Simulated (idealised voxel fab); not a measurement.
The following process module bears the name voxel ribs on slabs.
190 nm wide, 5 nm square cells: that's cross-section cut.
Cross-section spec: square-cell grid; bands listed top down; each band is one or more rows.
Heights first: top, then bottom, in nm. Then materials, left to right, each with a width in nm. "edge to edge" on a single material: fills the band edge to edge. "empty": empty space.
Counting heights begins at 0, where everything beneath is, in the wafer as received, one material. The lowest band has no bottom; it goes on downwards, as "0 and below" shows.
The width entry "30..40" should be interpreted row by row: the top row of cells in the band takes the first number, the bottom row takes the second number, and the change between adjacent rows is uniform throughout.
"changes: none" -> step changed no cross-section cell.
In "Closed void entries" the enclosed voids are listed, meaning empty spaces of 8 cells or larger without any opening to the top. The form is width x height at distance, distance from the left edge, units nm.
Post-settings text on a step line: simulator's own remark regarding the step.
overlay nm: how far to the right of its planned place the mask lay on this masked step (negative: to the left).

Planned step list for the process:
1. RECEIVE, material Si
2. DIRECTIONAL_DEP, material SiO2, thk nm 30
3. DIRECTIONAL_DEP, material SiN, thk nm 25
4. MASKED_ETCH, tone cover, mask id RIB, width nm 20, etch materials SiN, depth nm 15, overlay nm 0
5. MASKED_ETCH, tone cover, mask id SLAB, width nm 50, etch materials SiN, depth nm 10, overlay nm 0
6. FILL_DEP, material SiO2, thk nm 15
7. CMP, height nm 65
8. DIRECTIONAL_DEP, material TiN, thk nm 10
9. PATTERN, tone cover, mask id HEATER, material resist, width nm 30, thk nm 20, overlay nm 0
10. DIRECTIONAL_ETCH, etch materials TiN, depth nm 10
11. STRIP, etch materials resist
12. CONFORMAL_DEP, material SiN, thk nm 10

Wafer cross-section on receipt, i.e. after step 1:
> 0 and below  Si edge to edge
> Closed void entries: none

End-of-module cross-section of the first of two wafers, processed as planned:
> 85 down to 75  empty 70, SiN 50, empty 70
> 75 down to 65  SiN 80, TiN 30, SiN 80
> 65 down to 55  SiO2 edge to edge
> 55 down to 40  SiO2 85, SiN 20, SiO2 85
> 40 down to 30  SiO2 70, SiN 50, SiO2 70
> 30 down to 0  SiO2 edge to edge
> 0 and below  Si edge to edge
> Closed void entries: none

Second wafer through the module, sectioned at the end: same beginning and same plan as the first wafer, with one mistake in carrying it out:
> 85 down to 75  empty 70, SiN 50, empty 70
> 75 down to 65  SiN 80, TiN 30, SiN 80
> 65 down to 55  SiO2 edge to edge
> 55 down to 40  SiO2 85, SiN 20, SiO2 85
> 40 down to 35  SiO2 70, SiN 50, SiO2 70
> 35 down to 30  SiN edge to edge
> 30 down to 0  SiO2 edge to edge
> 0 and below  Si edge to edge
> Closed void entries: none
Which mistake was made when the wafer was run? step 5 went in with a setting other than planned; the actual run was MASKED_ETCH, tone cover, mask id SLAB, width nm 50, etch materials SiN, depth nm 5, overlay nm 0
Count the cells at the end and the second wafer has more or fewer of some materials than the first: 28 more of SiN, 28 fewer of SiO2
